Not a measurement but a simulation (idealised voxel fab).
Presented below is a process module, voxel transistor to metal.
The cross-section on display is named cut; it measures 185 nm wide, and its cells are 5 nm squares.
Each cross-section below is a grid of square cells, stated as bands in top-down order, with one or more rows of cells making up each band. First you get the band's top height and its bottom height, in nm, and then the materials it's made of, left to right, with each width in nm. If you see a single material with "throughout", that one covers the band edge to edge. "air" is empty space. Counting heights begins at 0, where everything beneath is, in the wafer as received, one material. The lowest band has no bottom; it goes on downwards, as "from 0 down" shows. A width such as "30->40" changes by the same amount from each row of cells to the next, from the band's top row to its bottom row. "nothing was modified" (step): cross-section cells unchanged, all of them. The list in "Sealed cavities" covers empty spaces of 8 cells or more that cannot reach the top through any open way, and it gives each as width x height at distance; the distance is from the left edge, and width, height and distance are in nm. Step line, after settings: the simulator's comment on this step. The line of a step may include "overlay nm". On a step with a mask, this value is how far to the right of its planned place the mask lay. A negative value means the mask lay to the left.

## The steps planned for the process are as follows
step 1: RECEIVE | material Si
step 2: CONFORMAL_DEP | material SiO2 | thk nm 5
step 3: CONFORMAL_DEP | material SiN | thk nm 10
step 4: DIRECTIONAL_DEP | material aC | thk nm 10
step 5: PATTERN | tone cover | mask id ACTIVE | material resist | width nm 125 | thk nm 30 | overlay nm 0
step 6: DIRECTIONAL_ETCH | etch materials aC | depth nm 10
step 7: STRIP | etch materials resist
step 8: DIRECTIONAL_ETCH | etch materials SiN | depth nm 10
step 9: DIRECTIONAL_ETCH | etch materials SiO2 | depth nm 5
step 10: DIRECTIONAL_ETCH | etch materials Si | depth nm 20
step 11: STRIP | etch materials aC
step 12: FILL_DEP | material SiO2 | thk nm 10
step 13: CMP | height nm 15
step 14: SELECTIVE_ETCH | etch materials SiO2 | depth nm 5
step 15: STRIP | etch materials SiN
step 16: SELECTIVE_ETCH | etch materials SiO2 | depth nm 5
step 17: OXIDIZE | depth nm 5
step 18: DIRECTIONAL_DEP | material polySi | thk nm 30
step 19: DIRECTIONAL_DEP | material SiCN | thk nm 10
step 20: MASKED_ETCH | tone cover | mask id GATE | width nm 35 | etch materials SiCN | depth nm 20 | overlay nm 0
step 21: MASKED_ETCH | tone cover | mask id GATE | width nm 35 | etch materials polySi | depth nm 40 | overlay nm 0
step 22: CONFORMAL_DEP | material SiN | thk nm 10
step 23: DIRECTIONAL_ETCH | etch materials SiN | depth nm 10
step 24: DIRECTIONAL_ETCH | etch materials SiO2 | depth nm 5
step 25: DIRECTIONAL_ETCH | etch materials Si | depth nm 5
step 26: EPI | material SiGe | thk nm 5
step 27: FILL_DEP | material SiO2 | thk nm 5
step 28: CMP | height nm 30
step 29: STRIP | etch materials polySi
step 30: SELECTIVE_ETCH | etch materials SiO2 | depth nm 5
step 31: CONFORMAL_DEP | material HfO2 | thk nm 5
step 32: CONFORMAL_DEP | material TiN | thk nm 5
step 33: FILL_DEP | material W | thk nm 5
step 34: CMP | height nm 25
step 35: DIRECTIONAL_DEP | material SiO2 | thk nm 15
step 36: MASKED_ETCH | tone open | mask id CONTACT | width nm 20 | pitch nm 95 | etch materials SiO2 | depth nm 45 | overlay nm 0
step 37: CONFORMAL_DEP | material TiN | thk nm 5
step 38: FILL_DEP | material Ru | thk nm 5
step 39: CMP | height nm 40
step 40: CONFORMAL_DEP | material SiN | thk nm 5
step 41: DIRECTIONAL_DEP | material SiO2 | thk nm 15
step 42: PATTERN | tone open | mask id METAL_1 | material resist | width nm 20 | pitch nm 95 | thk nm 15 | overlay nm 0
step 43: DIRECTIONAL_ETCH | etch materials SiO2 | depth nm 15
step 44: DIRECTIONAL_ETCH | etch materials SiN | depth nm 5
step 45: STRIP | etch materials resist
step 46: CONFORMAL_DEP | material TiN | thk nm 5
step 47: FILL_DEP | material Cu | thk nm 10
step 48: CMP | height nm 60
step 49: CONFORMAL_DEP | material SiN | thk nm 5

## The first of the two wafers, which ran as planned

## Cross-section of the wafer at receipt, which is the condition after step 1
> from 0 down  Si throughout
> Sealed cavities: none

## After step 2: wafer cross-section
> from 5 to 0  SiO2 throughout
> At heights below 0, the structure remains unaltered.

## After step 3: wafer cross-section
> from 15 to 5  SiN throughout
> At heights below 5, the structure remains unaltered.

## After step 4: wafer cross-section
> from 25 to 15  aC throughout
> At heights below 15, the structure remains unaltered.

## After step 5: wafer cross-section
> from 55 to 25  30 nm air | 125 nm resist | 30 nm air
> At heights below 25, the structure remains unaltered.

## After step 6: wafer cross-section
> from 45 to 25  30 nm air | 125 nm resist | 30 nm air
> from 25 to 15  30 nm air | 125 nm aC | 30 nm air
> At heights below 15, the structure remains unaltered.

## After step 7: wafer cross-section
> from 25 to 15  30 nm air | 125 nm aC | 30 nm air
> At heights below 15, the structure remains unaltered.

## After step 8: wafer cross-section
> from 25 to 15  30 nm air | 125 nm aC | 30 nm air
> from 15 to 5  30 nm air | 125 nm SiN | 30 nm air
> At heights below 5, the structure remains unaltered.

## After step 9: wafer cross-section
> from 25 to 15  30 nm air | 125 nm aC | 30 nm air
> from 15 to 5  30 nm air | 125 nm SiN | 30 nm air
> from 5 to 0  30 nm air | 125 nm SiO2 | 30 nm air
> At heights below 0, the structure remains unaltered.

## After step 10: wafer cross-section
> from 25 to 15  30 nm air | 125 nm aC | 30 nm air
> from 15 to 5  30 nm air | 125 nm SiN | 30 nm air
> from 5 to 0  30 nm air | 125 nm SiO2 | 30 nm air
> from 0 to -20  30 nm air | 125 nm Si | 30 nm air
> At heights below -20, the structure remains unaltered.

## After step 11: wafer cross-section
> from 15 to 5  30 nm air | 125 nm SiN | 30 nm air
> At heights below 5, the structure remains unaltered.

## After step 12: wafer cross-section
> from 25 to 15  SiO2 throughout
> from 15 to 5  30 nm SiO2 | 125 nm SiN | 30 nm SiO2
> from 5 to 0  SiO2 throughout
> from 0 to -20  30 nm SiO2 | 125 nm Si | 30 nm SiO2
> At heights below -20, the structure remains unaltered.

## After step 13: wafer cross-section
> from 15 to 5  30 nm SiO2 | 125 nm SiN | 30 nm SiO2
> At heights below 5, the structure remains unaltered.

## After step 14: wafer cross-section
> from 15 to 10  30 nm air | 125 nm SiN | 30 nm air
> At heights below 10, the structure remains unaltered.

## After step 15: wafer cross-section
> from 10 to 5  30 nm SiO2 | 125 nm air | 30 nm SiO2
> At heights below 5, the structure remains unaltered.

## After step 16: wafer cross-section
> from 5 to 0  25 nm SiO2 | 135 nm air | 25 nm SiO2
> At heights below 0, the structure remains unaltered.

## After step 17: wafer cross-section
> from 5 to 0  25 nm SiO2 | 135 nm air | 25 nm SiO2
> from 0 to -5  SiO2 throughout
> At heights below -5, the structure remains unaltered.

## After step 18: wafer cross-section
> from 35 to 30  25 nm polySi | 135 nm air | 25 nm polySi
> from 30 to 5  polySi throughout
> from 5 to 0  25 nm SiO2 | 135 nm polySi | 25 nm SiO2
> At heights below 0, the structure remains unaltered.

## After step 19: wafer cross-section
> from 45 to 40  25 nm SiCN | 135 nm air | 25 nm SiCN
> from 40 to 35  SiCN throughout
> from 35 to 30  25 nm polySi | 135 nm SiCN | 25 nm polySi
> At heights below 30, the structure remains unaltered.

## After step 20: wafer cross-section
> from 40 to 35  75 nm air | 35 nm SiCN | 75 nm air
> from 35 to 30  25 nm polySi | 50 nm air | 35 nm SiCN | 50 nm air | 25 nm polySi
> At heights below 30, the structure remains unaltered.

## After step 21: wafer cross-section
> from 40 to 30  75 nm air | 35 nm SiCN | 75 nm air
> from 30 to 5  75 nm air | 35 nm polySi | 75 nm air
> from 5 to 0  25 nm SiO2 | 50 nm air | 35 nm polySi | 50 nm air | 25 nm SiO2
> At heights below 0, the structure remains unaltered.

## After step 22: wafer cross-section
> from 50 to 40  65 nm air | 55 nm SiN | 65 nm air
> from 40 to 30  65 nm air | 10 nm SiN | 35 nm SiCN | 10 nm SiN | 65 nm air
> from 30 to 15  65 nm air | 10 nm SiN | 35 nm polySi | 10 nm SiN | 65 nm air
> from 15 to 10  35 nm SiN | 30 nm air | 10 nm SiN | 35 nm polySi | 10 nm SiN | 30 nm air | 35 nm SiN
> from 10 to 5  75 nm SiN | 35 nm polySi | 75 nm SiN
> from 5 to 0  25 nm SiO2 | 50 nm SiN | 35 nm polySi | 50 nm SiN | 25 nm SiO2
> At heights below 0, the structure remains unaltered.

## After step 23: wafer cross-section
> from 40 to 30  65 nm air | 10 nm SiN | 35 nm SiCN | 10 nm SiN | 65 nm air
> from 30 to 5  65 nm air | 10 nm SiN | 35 nm polySi | 10 nm SiN | 65 nm air
> from 5 to 0  25 nm SiO2 | 10 nm SiN | 30 nm air | 10 nm SiN | 35 nm polySi | 10 nm SiN | 30 nm air | 10 nm SiN | 25 nm SiO2
> At heights below 0, the structure remains unaltered.

## After step 24: wafer cross-section
> from 40 to 30  65 nm air | 10 nm SiN | 35 nm SiCN | 10 nm SiN | 65 nm air
> from 30 to 5  65 nm air | 10 nm SiN | 35 nm polySi | 10 nm SiN | 65 nm air
> from 5 to 0  25 nm air | 10 nm SiN | 30 nm air | 10 nm SiN | 35 nm polySi | 10 nm SiN | 30 nm air | 10 nm SiN | 25 nm air
> from 0 to -5  35 nm SiO2 | 30 nm air | 55 nm SiO2 | 30 nm air | 35 nm SiO2
> At heights below -5, the structure remains unaltered.

## After step 25: wafer cross-section
> from 40 to 30  65 nm air | 10 nm SiN | 35 nm SiCN | 10 nm SiN | 65 nm air
> from 30 to 5  65 nm air | 10 nm SiN | 35 nm polySi | 10 nm SiN | 65 nm air
> from 5 to 0  25 nm air | 10 nm SiN | 30 nm air | 10 nm SiN | 35 nm polySi | 10 nm SiN | 30 nm air | 10 nm SiN | 25 nm air
> from 0 to -5  35 nm SiO2 | 30 nm air | 55 nm SiO2 | 30 nm air | 35 nm SiO2
> from -5 to -10  30 nm SiO2 | 5 nm Si | 30 nm air | 55 nm Si | 30 nm air | 5 nm Si | 30 nm SiO2
> At heights below -10, the structure remains unaltered.

## After step 26: wafer cross-section
> from 40 to 30  65 nm air | 10 nm SiN | 35 nm SiCN | 10 nm SiN | 65 nm air
> from 30 to 5  65 nm air | 10 nm SiN | 35 nm polySi | 10 nm SiN | 65 nm air
> from 5 to 0  25 nm air | 10 nm SiN | 30 nm air | 10 nm SiN | 35 nm polySi | 10 nm SiN | 30 nm air | 10 nm SiN | 25 nm air
> from 0 to -5  35 nm SiO2 | 5 nm SiGe | 20 nm air | 5 nm SiGe | 55 nm SiO2 | 5 nm SiGe | 20 nm air | 5 nm SiGe | 35 nm SiO2
> from -5 to -10  30 nm SiO2 | 5 nm Si | 30 nm SiGe | 55 nm Si | 30 nm SiGe | 5 nm Si | 30 nm SiO2
> At heights below -10, the structure remains unaltered.

## After step 27: wafer cross-section
> from 45 to 40  SiO2 throughout
> from 40 to 30  65 nm SiO2 | 10 nm SiN | 35 nm SiCN | 10 nm SiN | 65 nm SiO2
> from 30 to 5  65 nm SiO2 | 10 nm SiN | 35 nm polySi | 10 nm SiN | 65 nm SiO2
> from 5 to 0  25 nm SiO2 | 10 nm SiN | 30 nm SiO2 | 10 nm SiN | 35 nm polySi | 10 nm SiN | 30 nm SiO2 | 10 nm SiN | 25 nm SiO2
> from 0 to -5  35 nm SiO2 | 5 nm SiGe | 20 nm SiO2 | 5 nm SiGe | 55 nm SiO2 | 5 nm SiGe | 20 nm SiO2 | 5 nm SiGe | 35 nm SiO2
> At heights below -5, the structure remains unaltered.

## After step 28: wafer cross-section
> from 30 to 5  65 nm SiO2 | 10 nm SiN | 35 nm polySi | 10 nm SiN | 65 nm SiO2
> At heights below 5, the structure remains unaltered.

## After step 29: wafer cross-section
> from 30 to 5  65 nm SiO2 | 10 nm SiN | 35 nm air | 10 nm SiN | 65 nm SiO2
> from 5 to 0  25 nm SiO2 | 10 nm SiN | 30 nm SiO2 | 10 nm SiN | 35 nm air | 10 nm SiN | 30 nm SiO2 | 10 nm SiN | 25 nm SiO2
> At heights below 0, the structure remains unaltered.

## After step 30: wafer cross-section
> from 30 to 25  65 nm air | 10 nm SiN | 35 nm air | 10 nm SiN | 65 nm air
> from 25 to 5  65 nm SiO2 | 10 nm SiN | 35 nm air | 10 nm SiN | 65 nm SiO2
> from 5 to 0  25 nm SiO2 | 10 nm SiN | 30 nm SiO2 | 10 nm SiN | 35 nm air | 10 nm SiN | 30 nm SiO2 | 10 nm SiN | 25 nm SiO2
> from 0 to -5  35 nm SiO2 | 5 nm SiGe | 20 nm SiO2 | 5 nm SiGe | 5 nm SiO2 | 45 nm air | 5 nm SiO2 | 5 nm SiGe | 20 nm SiO2 | 5 nm SiGe | 35 nm SiO2
> At heights below -5, the structure remains unaltered.

## After step 31: wafer cross-section
> from 35 to 30  60 nm air | 20 nm HfO2 | 25 nm air | 20 nm HfO2 | 60 nm air
> from 30 to 25  65 nm HfO2 | 10 nm SiN | 5 nm HfO2 | 25 nm air | 5 nm HfO2 | 10 nm SiN | 65 nm HfO2
> from 25 to 5  65 nm SiO2 | 10 nm SiN | 5 nm HfO2 | 25 nm air | 5 nm HfO2 | 10 nm SiN | 65 nm SiO2
> from 5 to 0  25 nm SiO2 | 10 nm SiN | 30 nm SiO2 | 10 nm SiN | 5 nm HfO2 | 25 nm air | 5 nm HfO2 | 10 nm SiN | 30 nm SiO2 | 10 nm SiN | 25 nm SiO2
> from 0 to -5  35 nm SiO2 | 5 nm SiGe | 20 nm SiO2 | 5 nm SiGe | 5 nm SiO2 | 45 nm HfO2 | 5 nm SiO2 | 5 nm SiGe | 20 nm SiO2 | 5 nm SiGe | 35 nm SiO2
> At heights below -5, the structure remains unaltered.

## After step 32: wafer cross-section
> from 40 to 35  55 nm air | 30 nm TiN | 15 nm air | 30 nm TiN | 55 nm air
> from 35 to 30  60 nm TiN | 20 nm HfO2 | 5 nm TiN | 15 nm air | 5 nm TiN | 20 nm HfO2 | 60 nm TiN
> from 30 to 25  65 nm HfO2 | 10 nm SiN | 5 nm HfO2 | 5 nm TiN | 15 nm air | 5 nm TiN | 5 nm HfO2 | 10 nm SiN | 65 nm HfO2
> from 25 to 5  65 nm SiO2 | 10 nm SiN | 5 nm HfO2 | 5 nm TiN | 15 nm air | 5 nm TiN | 5 nm HfO2 | 10 nm SiN | 65 nm SiO2
> from 5 to 0  25 nm SiO2 | 10 nm SiN | 30 nm SiO2 | 10 nm SiN | 5 nm HfO2 | 25 nm TiN | 5 nm HfO2 | 10 nm SiN | 30 nm SiO2 | 10 nm SiN | 25 nm SiO2
> At heights below 0, the structure remains unaltered.

## After step 33: wafer cross-section
> from 45 to 40  W throughout
> from 40 to 35  55 nm W | 30 nm TiN | 15 nm W | 30 nm TiN | 55 nm W
> from 35 to 30  60 nm TiN | 20 nm HfO2 | 5 nm TiN | 15 nm W | 5 nm TiN | 20 nm HfO2 | 60 nm TiN
> from 30 to 25  65 nm HfO2 | 10 nm SiN | 5 nm HfO2 | 5 nm TiN | 15 nm W | 5 nm TiN | 5 nm HfO2 | 10 nm SiN | 65 nm HfO2
> from 25 to 5  65 nm SiO2 | 10 nm SiN | 5 nm HfO2 | 5 nm TiN | 15 nm W | 5 nm TiN | 5 nm HfO2 | 10 nm SiN | 65 nm SiO2
> At heights below 5, the structure remains unaltered.

## After step 34: wafer cross-section
> from 25 to 5  65 nm SiO2 | 10 nm SiN | 5 nm HfO2 | 5 nm TiN | 15 nm W | 5 nm TiN | 5 nm HfO2 | 10 nm SiN | 65 nm SiO2
> At heights below 5, the structure remains unaltered.

## After step 35: wafer cross-section
> from 40 to 25  SiO2 throughout
> At heights below 25, the structure remains unaltered.

## After step 36: wafer cross-section
> from 40 to 25  35 nm SiO2 | 20 nm air | 75 nm SiO2 | 20 nm air | 35 nm SiO2
> from 25 to 5  35 nm SiO2 | 20 nm air | 10 nm SiO2 | 10 nm SiN | 5 nm HfO2 | 5 nm TiN | 15 nm W | 5 nm TiN | 5 nm HfO2 | 10 nm SiN | 10 nm SiO2 | 20 nm air | 35 nm SiO2
> from 5 to 0  25 nm SiO2 | 10 nm SiN | 20 nm air | 10 nm SiO2 | 10 nm SiN | 5 nm HfO2 | 25 nm TiN | 5 nm HfO2 | 10 nm SiN | 10 nm SiO2 | 20 nm air | 10 nm SiN | 25 nm SiO2
> from 0 to -5  35 nm SiO2 | 5 nm SiGe | 15 nm air | 5 nm SiO2 | 5 nm SiGe | 5 nm SiO2 | 45 nm HfO2 | 5 nm SiO2 | 5 nm SiGe | 5 nm SiO2 | 15 nm air | 5 nm SiGe | 35 nm SiO2
> At heights below -5, the structure remains unaltered.

## After step 37: wafer cross-section
> from 45 to 40  40 nm TiN | 10 nm air | 85 nm TiN | 10 nm air | 40 nm TiN
> from 40 to 25  35 nm SiO2 | 5 nm TiN | 10 nm air | 5 nm TiN | 75 nm SiO2 | 5 nm TiN | 10 nm air | 5 nm TiN | 35 nm SiO2
> from 25 to 5  35 nm SiO2 | 5 nm TiN | 10 nm air | 5 nm TiN | 10 nm SiO2 | 10 nm SiN | 5 nm HfO2 | 5 nm TiN | 15 nm W | 5 nm TiN | 5 nm HfO2 | 10 nm SiN | 10 nm SiO2 | 5 nm TiN | 10 nm air | 5 nm TiN | 35 nm SiO2
> from 5 to 0  25 nm SiO2 | 10 nm SiN | 10 nm TiN | 5 nm air | 5 nm TiN | 10 nm SiO2 | 10 nm SiN | 5 nm HfO2 | 25 nm TiN | 5 nm HfO2 | 10 nm SiN | 10 nm SiO2 | 5 nm TiN | 5 nm air | 10 nm TiN | 10 nm SiN | 25 nm SiO2
> from 0 to -5  35 nm SiO2 | 5 nm SiGe | 15 nm TiN | 5 nm SiO2 | 5 nm SiGe | 5 nm SiO2 | 45 nm HfO2 | 5 nm SiO2 | 5 nm SiGe | 5 nm SiO2 | 15 nm TiN | 5 nm SiGe | 35 nm SiO2
> At heights below -5, the structure remains unaltered.

## After step 38: wafer cross-section
> from 50 to 45  Ru throughout
> from 45 to 40  40 nm TiN | 10 nm Ru | 85 nm TiN | 10 nm Ru | 40 nm TiN
> from 40 to 25  35 nm SiO2 | 5 nm TiN | 10 nm Ru | 5 nm TiN | 75 nm SiO2 | 5 nm TiN | 10 nm Ru | 5 nm TiN | 35 nm SiO2
> from 25 to 5  35 nm SiO2 | 5 nm TiN | 10 nm Ru | 5 nm TiN | 10 nm SiO2 | 10 nm SiN | 5 nm HfO2 | 5 nm TiN | 15 nm W | 5 nm TiN | 5 nm HfO2 | 10 nm SiN | 10 nm SiO2 | 5 nm TiN | 10 nm Ru | 5 nm TiN | 35 nm SiO2
> from 5 to 0  25 nm SiO2 | 10 nm SiN | 10 nm TiN | 5 nm Ru | 5 nm TiN | 10 nm SiO2 | 10 nm SiN | 5 nm HfO2 | 25 nm TiN | 5 nm HfO2 | 10 nm SiN | 10 nm SiO2 | 5 nm TiN | 5 nm Ru | 10 nm TiN | 10 nm SiN | 25 nm SiO2
> At heights below 0, the structure remains unaltered.

## After step 39: wafer cross-section
> from 40 to 25  35 nm SiO2 | 5 nm TiN | 10 nm Ru | 5 nm TiN | 75 nm SiO2 | 5 nm TiN | 10 nm Ru | 5 nm TiN | 35 nm SiO2
> At heights below 25, the structure remains unaltered.

## After step 40: wafer cross-section
> from 45 to 40  SiN throughout
> At heights below 40, the structure remains unaltered.

## After step 41: wafer cross-section
> from 60 to 45  SiO2 throughout
> At heights below 45, the structure remains unaltered.

## After step 42: wafer cross-section
> from 75 to 60  35 nm resist | 20 nm air | 75 nm resist | 20 nm air | 35 nm resist
> At heights below 60, the structure remains unaltered.

## After step 43: wafer cross-section
> from 75 to 60  35 nm resist | 20 nm air | 75 nm resist | 20 nm air | 35 nm resist
> from 60 to 45  35 nm SiO2 | 20 nm air | 75 nm SiO2 | 20 nm air | 35 nm SiO2
> At heights below 45, the structure remains unaltered.

## After step 44: wafer cross-section
> from 75 to 60  35 nm resist | 20 nm air | 75 nm resist | 20 nm air | 35 nm resist
> from 60 to 45  35 nm SiO2 | 20 nm air | 75 nm SiO2 | 20 nm air | 35 nm SiO2
> from 45 to 40  35 nm SiN | 20 nm air | 75 nm SiN | 20 nm air | 35 nm SiN
> At heights below 40, the structure remains unaltered.

## After step 45: wafer cross-section
> from 60 to 45  35 nm SiO2 | 20 nm air | 75 nm SiO2 | 20 nm air | 35 nm SiO2
> At heights below 45, the structure remains unaltered.

## After step 46: wafer cross-section
> from 65 to 60  40 nm TiN | 10 nm air | 85 nm TiN | 10 nm air | 40 nm TiN
> from 60 to 45  35 nm SiO2 | 5 nm TiN | 10 nm air | 5 nm TiN | 75 nm SiO2 | 5 nm TiN | 10 nm air | 5 nm TiN | 35 nm SiO2
> from 45 to 40  35 nm SiN | 20 nm TiN | 75 nm SiN | 20 nm TiN | 35 nm SiN
> At heights below 40, the structure remains unaltered.

## After step 47: wafer cross-section
> from 75 to 65  Cu throughout
> from 65 to 60  40 nm TiN | 10 nm Cu | 85 nm TiN | 10 nm Cu | 40 nm TiN
> from 60 to 45  35 nm SiO2 | 5 nm TiN | 10 nm Cu | 5 nm TiN | 75 nm SiO2 | 5 nm TiN | 10 nm Cu | 5 nm TiN | 35 nm SiO2
> At heights below 45, the structure remains unaltered.

## After step 48: wafer cross-section
> from 60 to 45  35 nm SiO2 | 5 nm TiN | 10 nm Cu | 5 nm TiN | 75 nm SiO2 | 5 nm TiN | 10 nm Cu | 5 nm TiN | 35 nm SiO2
> At heights below 45, the structure remains unaltered.

## After step 49: wafer cross-section
> from 65 to 60  SiN throughout
> At heights below 60, the structure remains unaltered.

## Regarding the second of the two wafers: it shared the first wafer's starting condition and process plan, yet one error occurred during its execution. Its history coincides with that of the first wafer up to and including step 35

## What the second wafer looks like in cross-section when step 36 should have wrapped up
> from 40 to 25  35 nm air | 20 nm SiO2 | 75 nm air | 20 nm SiO2 | 35 nm air
> from 25 to 5  35 nm air | 20 nm SiO2 | 10 nm air | 10 nm SiN | 5 nm HfO2 | 5 nm TiN | 15 nm W | 5 nm TiN | 5 nm HfO2 | 10 nm SiN | 10 nm air | 20 nm SiO2 | 35 nm air
> from 5 to 0  25 nm air | 10 nm SiN | 20 nm SiO2 | 10 nm air | 10 nm SiN | 5 nm HfO2 | 25 nm TiN | 5 nm HfO2 | 10 nm SiN | 10 nm air | 20 nm SiO2 | 10 nm SiN | 25 nm air
> from 0 to -5  25 nm air | 10 nm SiO2 | 5 nm SiGe | 15 nm SiO2 | 5 nm air | 5 nm SiGe | 5 nm SiO2 | 45 nm HfO2 | 5 nm SiO2 | 5 nm SiGe | 5 nm air | 15 nm SiO2 | 5 nm SiGe | 10 nm SiO2 | 25 nm air
> At heights below -5, the structure remains unaltered.

## What the second wafer looks like in cross-section when step 37 should have wrapped up
> from 45 to 40  30 nm air | 30 nm TiN | 65 nm air | 30 nm TiN | 30 nm air
> from 40 to 30  30 nm air | 5 nm TiN | 20 nm SiO2 | 5 nm TiN | 65 nm air | 5 nm TiN | 20 nm SiO2 | 5 nm TiN | 30 nm air
> from 30 to 25  30 nm air | 5 nm TiN | 20 nm SiO2 | 75 nm TiN | 20 nm SiO2 | 5 nm TiN | 30 nm air
> from 25 to 10  30 nm air | 5 nm TiN | 20 nm SiO2 | 10 nm TiN | 10 nm SiN | 5 nm HfO2 | 5 nm TiN | 15 nm W | 5 nm TiN | 5 nm HfO2 | 10 nm SiN | 10 nm TiN | 20 nm SiO2 | 5 nm TiN | 30 nm air
> from 10 to 5  20 nm air | 15 nm TiN | 20 nm SiO2 | 10 nm TiN | 10 nm SiN | 5 nm HfO2 | 5 nm TiN | 15 nm W | 5 nm TiN | 5 nm HfO2 | 10 nm SiN | 10 nm TiN | 20 nm SiO2 | 15 nm TiN | 20 nm air
> from 5 to 0  20 nm air | 5 nm TiN | 10 nm SiN | 20 nm SiO2 | 10 nm TiN | 10 nm SiN | 5 nm HfO2 | 25 nm TiN | 5 nm HfO2 | 10 nm SiN | 10 nm TiN | 20 nm SiO2 | 10 nm SiN | 5 nm TiN | 20 nm air
> from 0 to -5  25 nm TiN | 10 nm SiO2 | 5 nm SiGe | 15 nm SiO2 | 5 nm TiN | 5 nm SiGe | 5 nm SiO2 | 45 nm HfO2 | 5 nm SiO2 | 5 nm SiGe | 5 nm TiN | 15 nm SiO2 | 5 nm SiGe | 10 nm SiO2 | 25 nm TiN
> At heights below -5, the structure remains unaltered.

## What the second wafer looks like in cross-section when step 38 should have wrapped up
> from 50 to 45  Ru throughout
> from 45 to 40  30 nm Ru | 30 nm TiN | 65 nm Ru | 30 nm TiN | 30 nm Ru
> from 40 to 30  30 nm Ru | 5 nm TiN | 20 nm SiO2 | 5 nm TiN | 65 nm Ru | 5 nm TiN | 20 nm SiO2 | 5 nm TiN | 30 nm Ru
> from 30 to 25  30 nm Ru | 5 nm TiN | 20 nm SiO2 | 75 nm TiN | 20 nm SiO2 | 5 nm TiN | 30 nm Ru
> from 25 to 10  30 nm Ru | 5 nm TiN | 20 nm SiO2 | 10 nm TiN | 10 nm SiN | 5 nm HfO2 | 5 nm TiN | 15 nm W | 5 nm TiN | 5 nm HfO2 | 10 nm SiN | 10 nm TiN | 20 nm SiO2 | 5 nm TiN | 30 nm Ru
> from 10 to 5  20 nm Ru | 15 nm TiN | 20 nm SiO2 | 10 nm TiN | 10 nm SiN | 5 nm HfO2 | 5 nm TiN | 15 nm W | 5 nm TiN | 5 nm HfO2 | 10 nm SiN | 10 nm TiN | 20 nm SiO2 | 15 nm TiN | 20 nm Ru
> from 5 to 0  20 nm Ru | 5 nm TiN | 10 nm SiN | 20 nm SiO2 | 10 nm TiN | 10 nm SiN | 5 nm HfO2 | 25 nm TiN | 5 nm HfO2 | 10 nm SiN | 10 nm TiN | 20 nm SiO2 | 10 nm SiN | 5 nm TiN | 20 nm Ru
> At heights below 0, the structure remains unaltered.

## What the second wafer looks like in cross-section when step 39 should have wrapped up
> from 40 to 30  30 nm Ru | 5 nm TiN | 20 nm SiO2 | 5 nm TiN | 65 nm Ru | 5 nm TiN | 20 nm SiO2 | 5 nm TiN | 30 nm Ru
> At heights below 30, the structure remains unaltered.

## What the second wafer looks like in cross-section when step 40 should have wrapped up
> from 45 to 40  SiN throughout
> At heights below 40, the structure remains unaltered.

## What the second wafer looks like in cross-section when step 41 should have wrapped up
> from 60 to 45  SiO2 throughout
> At heights below 45, the structure remains unaltered.

## What the second wafer looks like in cross-section when step 42 should have wrapped up
> from 75 to 60  35 nm resist | 20 nm air | 75 nm resist | 20 nm air | 35 nm resist
> At heights below 60, the structure remains unaltered.

## What the second wafer looks like in cross-section when step 43 should have wrapped up
> from 75 to 60  35 nm resist | 20 nm air | 75 nm resist | 20 nm air | 35 nm resist
> from 60 to 45  35 nm SiO2 | 20 nm air | 75 nm SiO2 | 20 nm air | 35 nm SiO2
> At heights below 45, the structure remains unaltered.

## What the second wafer looks like in cross-section when step 44 should have wrapped up
> from 75 to 60  35 nm resist | 20 nm air | 75 nm resist | 20 nm air | 35 nm resist
> from 60 to 45  35 nm SiO2 | 20 nm air | 75 nm SiO2 | 20 nm air | 35 nm SiO2
> from 45 to 40  35 nm SiN | 20 nm air | 75 nm SiN | 20 nm air | 35 nm SiN
> At heights below 40, the structure remains unaltered.

## What the second wafer looks like in cross-section when step 45 should have wrapped up
> from 60 to 45  35 nm SiO2 | 20 nm air | 75 nm SiO2 | 20 nm air | 35 nm SiO2
> At heights below 45, the structure remains unaltered.

## What the second wafer looks like in cross-section when step 46 should have wrapped up
> from 65 to 60  40 nm TiN | 10 nm air | 85 nm TiN | 10 nm air | 40 nm TiN
> from 60 to 45  35 nm SiO2 | 5 nm TiN | 10 nm air | 5 nm TiN | 75 nm SiO2 | 5 nm TiN | 10 nm air | 5 nm TiN | 35 nm SiO2
> from 45 to 40  35 nm SiN | 20 nm TiN | 75 nm SiN | 20 nm TiN | 35 nm SiN
> At heights below 40, the structure remains unaltered.

## What the second wafer looks like in cross-section when step 47 should have wrapped up
> from 75 to 65  Cu throughout
> from 65 to 60  40 nm TiN | 10 nm Cu | 85 nm TiN | 10 nm Cu | 40 nm TiN
> from 60 to 45  35 nm SiO2 | 5 nm TiN | 10 nm Cu | 5 nm TiN | 75 nm SiO2 | 5 nm TiN | 10 nm Cu | 5 nm TiN | 35 nm SiO2
> At heights below 45, the structure remains unaltered.

## What the second wafer looks like in cross-section when step 48 should have wrapped up
> from 60 to 45  35 nm SiO2 | 5 nm TiN | 10 nm Cu | 5 nm TiN | 75 nm SiO2 | 5 nm TiN | 10 nm Cu | 5 nm TiN | 35 nm SiO2
> At heights below 45, the structure remains unaltered.

## What the second wafer looks like in cross-section when step 49 should have wrapped up
> from 65 to 60  SiN throughout
> At heights below 60, the structure remains unaltered.
Processing error: step 36 ran as: MASKED_ETCH | tone cover | mask id CONTACT | width nm 20 | pitch nm 95 | etch materials SiO2 | depth nm 45 | overlay nm 0
Count the cells at the end and the second wafer has more or fewer of some materials than the first: Ru +84; SiO2 -115; TiN +31
